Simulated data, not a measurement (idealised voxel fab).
Title: Process Module voxel capacitor over wiring
For reference, the cross-section in this document is cut, with width 300 nm and square cells of 5 nm.
In what follows, cross-sections appear as grids of square cells, described through bands that run from the top down, where every band is one or more rows of cells.
Read a band's entry like this: the first values are the height of its top and the height of its bottom in nm, and what follows is the sequence of materials from left to right, each with its width in nm. Note that "blank" is empty space, and that a single material marked "all across" reaches across the band from edge to edge.
Height 0 is the level under which the wafer as received is all one material. The lowest band goes on downwards, as in "0..down".
Top row gets the first number, bottom row gets the second, and each row in between changes by the same step: that is how a band width like "30->40" works.
Any step labelled "changes: none" changed none of the cells in the cross-section.
In the "Entrapped void list" entry, you get each enclosed empty space of 8 cells or more, one with no open way to the top, written width x height at distance, distance from the left edge, in nm.
Post-settings text on a step line: simulator's own remark regarding the step.
overlay nm: mask right of planned place by this much (step with mask). Neg. = left.
The process steps that were planned are listed below
1) RECEIVE [material Si]
2) CONFORMAL_DEP [material SiO2] [thk nm 15]
3) DIRECTIONAL_DEP [material TiN] [thk nm 5]
4) DIRECTIONAL_DEP [material Ru] [thk nm 20]
5) PATTERN [tone cover] [mask id METAL_1] [material resist] [width nm 20] [pitch nm 75] [thk nm 20] [overlay nm 0]
6) DIRECTIONAL_ETCH [etch materials Ru] [depth nm 20]
7) DIRECTIONAL_ETCH [etch materials TiN] [depth nm 5]
8) STRIP [etch materials resist]
9) FILL_DEP [material SiO2] [thk nm 5]
10) CMP [height nm 40]
11) CONFORMAL_DEP [material SiCN] [thk nm 5]
12) DIRECTIONAL_DEP [material lowk] [thk nm 20]
13) MASKED_ETCH [tone open] [mask id PLUG_1] [width nm 15] [etch materials lowk] [depth nm 20] [overlay nm 0]
14) MASKED_ETCH [tone open] [mask id PLUG_1] [width nm 15] [etch materials SiCN] [depth nm 5] [overlay nm 0]
15) EPI [material Ru] [thk nm 10]
16) EPI [material Ru] [thk nm 10]
17) EPI [material Ru] [thk nm 5]
18) DIRECTIONAL_DEP [material TiN] [thk nm 5]
19) DIRECTIONAL_DEP [material SiN] [thk nm 5]
20) DIRECTIONAL_DEP [material TiN] [thk nm 10]
21) PATTERN [tone cover] [mask id UPPER_PLATE] [material resist] [width nm 60] [thk nm 20] [overlay nm -15]
22) DIRECTIONAL_ETCH [etch materials TiN] [depth nm 10]
23) DIRECTIONAL_ETCH [etch materials SiN] [depth nm 5]
24) STRIP [etch materials resist]
25) MASKED_ETCH [tone cover] [mask id LOWER_PLATE] [width nm 70] [etch materials TiN] [depth nm 5] [overlay nm 0]
26) FILL_DEP [material SiO2] [thk nm 15]
27) CMP [height nm 95]
28) PATTERN [tone open] [mask id PLUG_2] [material resist] [width nm 15] [thk nm 15] [overlay nm 0]
29) DIRECTIONAL_ETCH [etch materials SiO2] [depth nm 10]
30) STRIP [etch materials resist]
31) CONFORMAL_DEP [material TiN] [thk nm 5]
32) FILL_DEP [material W] [thk nm 10]
33) CMP [height nm 95]
34) CONFORMAL_DEP [material SiCN] [thk nm 5]
The value of overlay nm given for step 21 in the plan refers to the first wafer; the wafers vary in this setting and are alike at the start.
First of several wafers, received after step 1, in cross-section
	0..down | Si all across
	Entrapped void list: none
So in this table every wafer gets its own row, and what you see is where it stands at the end of the module: for each material, how many cells it picked up (+) or gave up (-) since we received it, and after that its closed voids
overlay nm -15, +47 Ru, +117 SiCN, +12 SiN, +744 SiO2, +51 TiN, +1 W, +228 lowk, Entrapped void list: none
overlay nm -10, +47 Ru, +117 SiCN, +12 SiN, +744 SiO2, +51 TiN, +1 W, +228 lowk, Entrapped void list: none
overlay nm -5, +47 Ru, +117 SiCN, +12 SiN, +744 SiO2, +51 TiN, +1 W, +228 lowk, Entrapped void list: none
overlay nm 0, +47 Ru, +117 SiCN, +12 SiN, +744 SiO2, +51 TiN, +1 W, +228 lowk, Entrapped void list: none
overlay nm 5, +47 Ru, +117 SiCN, +12 SiN, +744 SiO2, +51 TiN, +1 W, +228 lowk, Entrapped void list: none
overlay nm 10, +47 Ru, +117 SiCN, +12 SiN, +744 SiO2, +51 TiN, +1 W, +228 lowk, Entrapped void list: none
overlay nm 15, +47 Ru, +117 SiCN, +12 SiN, +744 SiO2, +51 TiN, +1 W, +228 lowk, Entrapped void list: none
